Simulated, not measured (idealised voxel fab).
Proc. module: voxel double patterning
The cross-section on display is named cut; it measures 205 nm wide, and its cells are 5 nm squares.
Cross-section spec: square-cell grid; bands listed top down; each band is one or more rows. Read a band's entry like this: the first values are the height of its top and the height of its bottom in nm, and what follows is the sequence of materials from left to right, each with its width in nm. Note that "empty" is empty space, and that a single material marked "everywhere" reaches across the band from edge to edge. Height datum 0, below which the as-received substrate wafer is one material. Lowest band open at the bottom, running downward: "0 nm and below". Note: "30..40" means the width goes from the first number (top row of the band) to the second number (bottom row) in equal steps per row of cells. Basically "no modifications" means that step didn't change any cell in the cross-section. "Closed internal voids" enumerates empty spaces isolated from the top, with no open way to it, that contain at least 8 cells, giving each as width x height at distance from the left edge, all three in nm. Where a step's line continues beyond its settings, the continuation is a remark by the simulator itself on that step. For masked steps, "overlay nm" on the step line gives how far right of plan the mask actually lay; a minus sign means it lay to the left.
Here's what the planned process steps look like
1: RECEIVE,material Si
2: CONFORMAL_DEP,material SiO2,thk nm 10
3: DIRECTIONAL_DEP,material TiN,thk nm 15
4: DIRECTIONAL_DEP,material SiCN,thk nm 10
5: MASKED_ETCH,tone open,mask id FIRST,width nm 15,pitch nm 50,etch materials SiCN,depth nm 10,overlay nm 0
6: MASKED_ETCH,tone open,mask id SECOND,width nm 15,etch materials SiCN,depth nm 10,overlay nm 0
7: DIRECTIONAL_ETCH,etch materials TiN,depth nm 15
8: STRIP,etch materials SiCN
Below: the first of two wafers, run as planned
Cross-section of the wafer as it came to us, i.e., already through step 1
- 0 nm and below  Si everywhere
- Closed internal voids: none
Wafer section view after processing step 2
- 10 nm to 0 nm  SiO2 everywhere
- Under the height 0 nothing was changed.
Wafer section view after processing step 3
- 25 nm to 10 nm  TiN everywhere
- Under the height 10 nothing was changed.
Wafer section view after processing step 4
- 35 nm to 25 nm  SiCN everywhere
- Under the height 25 nothing was changed.
Wafer section view after processing step 5
- 35 nm to 25 nm  SiCN 70; empty 15; SiCN 35; empty 15; SiCN 70
- Under the height 25 nothing was changed.
Wafer section view after processing step 6
- 35 nm to 25 nm  SiCN 70; empty 15; SiCN 10; empty 15; SiCN 10; empty 15; SiCN 70
- Under the height 25 nothing was changed.
Wafer section view after processing step 7
- 35 nm to 25 nm  SiCN 70; empty 15; SiCN 10; empty 15; SiCN 10; empty 15; SiCN 70
- 25 nm to 10 nm  TiN 70; empty 15; TiN 10; empty 15; TiN 10; empty 15; TiN 70
- Under the height 10 nothing was changed.
Wafer section view after processing step 8
- 25 nm to 10 nm  TiN 70; empty 15; TiN 10; empty 15; TiN 10; empty 15; TiN 70
- Under the height 10 nothing was changed.
Okay, second wafer. Nothing different at the start, nothing different in the plan, just one mistake somewhere in the running. As far as step 5, counting that step, it's the first wafer all over again
Second wafer, sectioned view, at step 6's planned end time
- 35 nm to 25 nm  SiCN 70; empty 30; SiCN 20; empty 15; SiCN 70
- Under the height 25 nothing was changed.
Second wafer, sectioned view, at step 7's planned end time
- 35 nm to 25 nm  SiCN 70; empty 30; SiCN 20; empty 15; SiCN 70
- 25 nm to 10 nm  TiN 70; empty 30; TiN 20; empty 15; TiN 70
- Under the height 10 nothing was changed.
Second wafer, sectioned view, at step 8's planned end time
- 25 nm to 10 nm  TiN 70; empty 30; TiN 20; empty 15; TiN 70
- Under the height 10 nothing was changed.
What broke from the plan during processing? step 6 did not happen as planned, as run it was MASKED_ETCH,tone open,mask id SECOND,width nm 15,etch materials SiCN,depth nm 10,overlay nm -10
at the end the second wafer has, in cells: as many of each material as the first, in other places
